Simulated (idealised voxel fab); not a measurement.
process module | voxel double patterning
It is cross-section cut that appears here, measuring 200 nm in width, its square cells being 5 nm in size.
Format of a cross-section: grid, square cells. Given as bands. Order: top down. Band: one or more rows of cells.
It is stipulated that each band's entry specify, in nanometres, the height of the top of the band and then that of its bottom, followed by the materials of the band in left-to-right sequence, each together with its width in nanometres. A single material marked by the word "all across" is understood to fill the band from edge to edge; the word "air" is understood to denote empty space.
It should be noted that heights are counted from 0, beneath which the wafer as supplied is of one material throughout, and that the lowest band possesses no lower boundary but continues downward, as written in "from 0 down".
Read "30..40" as a graded width: first number on top, second number at the bottom, same change between each pair of neighbouring rows.
No cell of the cross-section changed in a step that is given as "left unchanged".
Under "Enclosed internal cavities" you'll find the enclosed gaps, the ones with no way out to the top, that are 8 cells or bigger; each reads width x height at distance, with distance counted from the left edge, everything in nm.
Heads up: the bit after the settings on a step's line is the simulator's remark on that step.
overlay nm: where the mask lay relative to plan, measured to the right, on steps with a mask; negatives go left.
The planned process steps are enumerated hereunder
1. RECEIVE [material Si]
2. CONFORMAL_DEP [material SiO2] [thk nm 10]
3. DIRECTIONAL_DEP [material TiN] [thk nm 15]
4. DIRECTIONAL_DEP [material SiCN] [thk nm 10]
5. DIRECTIONAL_DEP [material aC] [thk nm 15]
6. PATTERN [tone open] [mask id FIRST] [material resist] [width nm 15] [pitch nm 50] [thk nm 35] [overlay nm 0]
7. DIRECTIONAL_ETCH [etch materials aC] [depth nm 15]
8. STRIP [etch materials resist]
9. DIRECTIONAL_ETCH [etch materials SiCN] [depth nm 10]
10. STRIP [etch materials aC]
11. PATTERN [tone open] [mask id SECOND] [material resist] [width nm 15] [pitch nm 50] [thk nm 20] [overlay nm 0]
12. DIRECTIONAL_ETCH [etch materials SiCN] [depth nm 10]
13. STRIP [etch materials resist]
14. DIRECTIONAL_ETCH [etch materials TiN] [depth nm 15]
15. STRIP [etch materials SiCN]
Incoming wafer in cross-section (state: after step 1)
- from 0 down = Si all across
- Enclosed internal cavities: none
Post-module cross-section: identical start and plan to those above, one misstep in execution
- from 25 to 15 = SiO2 all across
- from 15 to 0 = TiN all across
- from 0 down = Si all across
- Enclosed internal cavities: none
Error vs. plan: a sequencing error occurred in which plan steps 2 and 3 were transposed
